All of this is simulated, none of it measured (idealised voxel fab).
This is a process module. Its name is voxel transistor to metal.
Each square cell in cross-section cut measures 5 nm, and the section as a whole is 145 nm wide.
When this document writes out a cross-section, it uses a grid of square cells and lists it as bands, beginning at the top and moving down, with a band standing for one or more rows of cells. First you get the band's top height and its bottom height, in nm, and then the materials it's made of, left to right, with each width in nm. If you see a single material with "edge to edge", that one covers the band edge to edge. "empty" is empty space. Heights from 0 (as-received wafer is one material below). Bottom band endless downward, as "0 and below". Note: "30..40" means the width goes from the first number (top row of the band) to the second number (bottom row) in equal steps per row of cells. Where a step carries "stayed the same", the cross-section came out of it unchanged, cell for cell. "Closed internal cavities" lists enclosed empty spaces (at least 8 cells, no open path upward to the top), each as width x height at distance from the left edge, in nm. That trailing text on a step's line, after the settings, is the simulator's own remark on the step. Among the settings permitted on a step's line is "overlay nm"; applied to a step with a mask, it specifies the extent to which the mask lay to the right of its planned position, whereas a negative figure signifies a position to the left.

# Planned step list for the process
1 RECEIVE, material Si
2 CONFORMAL_DEP, material SiO2, thk nm 5
3 CONFORMAL_DEP, material SiN, thk nm 10
4 MASKED_ETCH, tone cover, mask id ACTIVE, width nm 95, etch materials SiN, depth nm 10, overlay nm 0
5 MASKED_ETCH, tone cover, mask id ACTIVE, width nm 95, etch materials SiO2, depth nm 5, overlay nm 0
6 MASKED_ETCH, tone cover, mask id ACTIVE, width nm 95, etch materials Si, depth nm 35, overlay nm 0
7 OXIDIZE, depth nm 5
8 FILL_DEP, material SiO2, thk nm 15
9 CMP, height nm 15
10 SELECTIVE_ETCH, etch materials SiO2, depth nm 10
11 STRIP, etch materials SiN
12 SELECTIVE_ETCH, etch materials SiO2, depth nm 5
13 OXIDIZE, depth nm 5
14 DIRECTIONAL_DEP, material polySi, thk nm 30
15 DIRECTIONAL_DEP, material SiCN, thk nm 10
16 MASKED_ETCH, tone cover, mask id GATE, width nm 25, etch materials SiCN, depth nm 20, overlay nm 0
17 MASKED_ETCH, tone cover, mask id GATE, width nm 25, etch materials polySi, depth nm 40, overlay nm 0
18 CONFORMAL_DEP, material SiN, thk nm 5
19 DIRECTIONAL_ETCH, etch materials SiN, depth nm 5
20 DIRECTIONAL_ETCH, etch materials SiO2, depth nm 5
21 EPI, material SiGe, thk nm 5
22 FILL_DEP, material SiO2, thk nm 5
23 CMP, height nm 40
24 DIRECTIONAL_DEP, material SiO2, thk nm 10
25 PATTERN, tone open, mask id CONTACT, material resist, width nm 15, pitch nm 70, thk nm 20, overlay nm 0
26 DIRECTIONAL_ETCH, etch materials SiO2, depth nm 50
27 STRIP, etch materials resist
28 CONFORMAL_DEP, material TiN, thk nm 5
29 FILL_DEP, material W, thk nm 10
30 CMP, height nm 50
31 CONFORMAL_DEP, material SiCN, thk nm 5
32 DIRECTIONAL_DEP, material lowk, thk nm 25
33 DIRECTIONAL_DEP, material aC, thk nm 15
34 PATTERN, tone open, mask id METAL_1, material resist, width nm 15, pitch nm 70, thk nm 30, overlay nm 0
35 DIRECTIONAL_ETCH, etch materials aC, depth nm 15
36 STRIP, etch materials resist
37 DIRECTIONAL_ETCH, etch materials lowk, depth nm 25
38 DIRECTIONAL_ETCH, etch materials SiCN, depth nm 5
39 STRIP, etch materials aC
40 CONFORMAL_DEP, material TiN, thk nm 5
41 FILL_DEP, material Ru, thk nm 10
42 CMP, height nm 80
43 CONFORMAL_DEP, material SiCN, thk nm 5
44 DIRECTIONAL_DEP, material lowk, thk nm 35
45 PATTERN, tone open, mask id METAL_2, material resist, width nm 15, pitch nm 70, thk nm 15, overlay nm 0
46 DIRECTIONAL_ETCH, etch materials lowk, depth nm 20
47 STRIP, etch materials resist
48 MASKED_ETCH, tone open, mask id METAL_2_HOLES, width nm 15, pitch nm 70, etch materials lowk, depth nm 15, overlay nm 0
49 MASKED_ETCH, tone open, mask id METAL_2_HOLES, width nm 15, pitch nm 70, etch materials SiCN, depth nm 5, overlay nm 0
50 CONFORMAL_DEP, material TiN, thk nm 5
51 FILL_DEP, material Ru, thk nm 10
52 CMP, height nm 120
53 CONFORMAL_DEP, material SiN, thk nm 5

# Cross-section of the wafer as it came to us, i.e., already through step 1
> 0 and below | Si edge to edge
> Closed internal cavities: none

# a wafer at the end: this start, this plan, one mistake
> 125 down to 120 | SiN edge to edge
> 120 down to 115 | 30 nm SiCN, then 15 nm TiN, then 55 nm SiCN, then 15 nm TiN, then 30 nm SiCN
> 115 down to 80 | lowk edge to edge
> 80 down to 55 | 30 nm lowk, then 5 nm TiN, then 5 nm Ru, then 5 nm TiN, then 55 nm lowk, then 5 nm TiN, then 5 nm Ru, then 5 nm TiN, then 30 nm lowk
> 55 down to 50 | 30 nm SiCN, then 15 nm TiN, then 55 nm SiCN, then 15 nm TiN, then 30 nm SiCN
> 50 down to 40 | 30 nm SiO2, then 5 nm TiN, then 5 nm W, then 5 nm TiN, then 55 nm SiO2, then 5 nm TiN, then 5 nm W, then 5 nm TiN, then 30 nm SiO2
> 40 down to 30 | 30 nm SiO2, then 5 nm TiN, then 5 nm W, then 5 nm TiN, then 10 nm SiO2, then 5 nm SiN, then 25 nm SiCN, then 5 nm SiN, then 10 nm SiO2, then 5 nm TiN, then 5 nm W, then 5 nm TiN, then 30 nm SiO2
> 30 down to 5 | 30 nm SiO2, then 5 nm TiN, then 5 nm W, then 5 nm TiN, then 10 nm SiO2, then 5 nm SiN, then 25 nm polySi, then 5 nm SiN, then 10 nm SiO2, then 5 nm TiN, then 5 nm W, then 5 nm TiN, then 30 nm SiO2
> 5 down to 0 | 30 nm SiO2, then 15 nm TiN, then 10 nm SiO2, then 5 nm SiN, then 25 nm polySi, then 5 nm SiN, then 10 nm SiO2, then 15 nm TiN, then 30 nm SiO2
> 0 down to -5 | 25 nm SiO2, then 30 nm SiGe, then 35 nm SiO2, then 30 nm SiGe, then 25 nm SiO2
> -5 down to -40 | 30 nm SiO2, then 85 nm Si, then 30 nm SiO2
> -40 and below | Si edge to edge
> Closed internal cavities: none
Diagnosis: swap of plan steps 43 and 44 during execution
